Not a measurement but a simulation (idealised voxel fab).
Presented below is a process module, voxel self aligned vias.
For reference, the cross-section in this document is cut, with width 220 nm and square cells of 5 nm.
A cross-section in this document is a grid of square cells, and it is written down as bands, the top band listed before the ones below it; a band is made up of one or more rows of cells.
Top, bottom (nm), then materials left to right with widths (nm); lone material tagged "edge to edge" fills the whole band edge to edge; "empty" = empty space.
Height is counted from the level 0, under which the received wafer is composed throughout of one material. The lowest of the bands is not closed at the bottom but continues downward, in the notation "from 0 down".
Top row gets the first number, bottom row gets the second, and each row in between changes by the same step: that is how a band width like "30..40" works.
What does "nothing altered" mean for a step? It means no cell of the cross-section changed in that step.
Heads up: "Catalogued sealed voids" only lists the empty pockets with no open path to the top that are 8 cells or more, and it writes them as width x height at distance, distance from the left edge, in nm.
after a step's settings: what the simulator itself notes on the step
A step's line can hold "overlay nm"; with a mask on that step, the setting says how far right of the planned place the mask lay, while a negative setting says it lay to the left.
## The planned process steps are enumerated hereunder
1. RECEIVE [material Si]
2. CONFORMAL_DEP [material SiO2] [thk nm 10]
3. CONFORMAL_DEP [material SiCN] [thk nm 5]
4. DIRECTIONAL_DEP [material lowk] [thk nm 25]
5. MASKED_ETCH [tone open] [mask id LINES] [width nm 20] [pitch nm 60] [etch materials lowk] [depth nm 25] [overlay nm 0]
6. CONFORMAL_DEP [material TiN] [thk nm 5]
7. FILL_DEP [material W] [thk nm 5]
8. CMP [height nm 40]
9. SELECTIVE_ETCH [etch materials W Ru TiN] [depth nm 5]
10. FILL_DEP [material SiN] [thk nm 10]
11. CMP [height nm 40]
12. DIRECTIONAL_DEP [material lowk] [thk nm 10]
13. MASKED_ETCH [tone open] [mask id VIAS] [width nm 40] [pitch nm 60] [etch materials lowk] [depth nm 20] [overlay nm 0]
14. MASKED_ETCH [tone open] [mask id VIAS] [width nm 40] [pitch nm 60] [etch materials SiN] [depth nm 5] [overlay nm 0]
15. CONFORMAL_DEP [material TiN] [thk nm 5]
16. FILL_DEP [material W] [thk nm 5]
17. CMP [height nm 60]
18. CONFORMAL_DEP [material SiN] [thk nm 5]
Split variable: thk nm, step 12. Plan value = first wafer. Wafers start alike.
## First wafer of several, as received: cross-section after step 1
> from 0 down | Si edge to edge
> Catalogued sealed voids: none
## End of module: cross-section of the first of several wafers after step 18, the last step
> from 65 to 60 | SiN edge to edge
> from 60 to 55 | W edge to edge
> from 55 to 50 | TiN (65) | W (30) | TiN (30) | W (30) | TiN (65)
> from 50 to 40 | lowk (60) | TiN (5) | W (30) | TiN (5) | lowk (20) | TiN (5) | W (30) | TiN (5) | lowk (60)
> from 40 to 35 | lowk (60) | TiN (40) | lowk (20) | TiN (40) | lowk (60)
> from 35 to 30 | lowk (60) | TiN (15) | W (10) | TiN (15) | lowk (20) | TiN (15) | W (10) | TiN (15) | lowk (60)
> from 30 to 20 | lowk (70) | TiN (5) | W (10) | TiN (5) | lowk (40) | TiN (5) | W (10) | TiN (5) | lowk (70)
> from 20 to 15 | lowk (70) | TiN (20) | lowk (40) | TiN (20) | lowk (70)
> from 15 to 10 | SiCN edge to edge
> from 10 to 0 | SiO2 edge to edge
> from 0 down | Si edge to edge
> Catalogued sealed voids: none
## At the end of the module, the last of several wafers in cross-section
> from 65 to 60 | SiN edge to edge
> from 60 to 55 | lowk (60) | TiN (40) | lowk (20) | TiN (40) | lowk (60)
> from 55 to 40 | lowk edge to edge
> from 40 to 35 | lowk (70) | SiN (20) | lowk (40) | SiN (20) | lowk (70)
> from 35 to 20 | lowk (70) | TiN (5) | W (10) | TiN (5) | lowk (40) | TiN (5) | W (10) | TiN (5) | lowk (70)
> from 20 to 15 | lowk (70) | TiN (20) | lowk (40) | TiN (20) | lowk (70)
> from 15 to 10 | SiCN edge to edge
> from 10 to 0 | SiO2 edge to edge
> from 0 down | Si edge to edge
> Catalogued sealed voids: none
## Tabulated below, wafer by wafer, are the end-of-module results: for each material, the number of cells gained (+) or lost (-) relative to the as-received state, followed by the closed voids
thk nm 10; +44 SiCN; +44 SiN; +88 SiO2; +84 TiN; +92 W; +220 lowk; Catalogued sealed voids: none
thk nm 15; +44 SiCN; +44 SiN; +88 SiO2; +80 TiN; +60 W; +256 lowk; Catalogued sealed voids: none
thk nm 20; +44 SiCN; +44 SiN; +88 SiO2; +52 TiN; +52 W; +292 lowk; Catalogued sealed voids: none
thk nm 25; +44 SiCN; +52 SiN; +88 SiO2; +44 TiN; +36 W; +308 lowk; Catalogued sealed voids: none
thk nm 30; +44 SiCN; +52 SiN; +88 SiO2; +40 TiN; +24 W; +324 lowk; Catalogued sealed voids: none
thk nm 35; +44 SiCN; +52 SiN; +88 SiO2; +36 TiN; +12 W; +340 lowk; Catalogued sealed voids: none
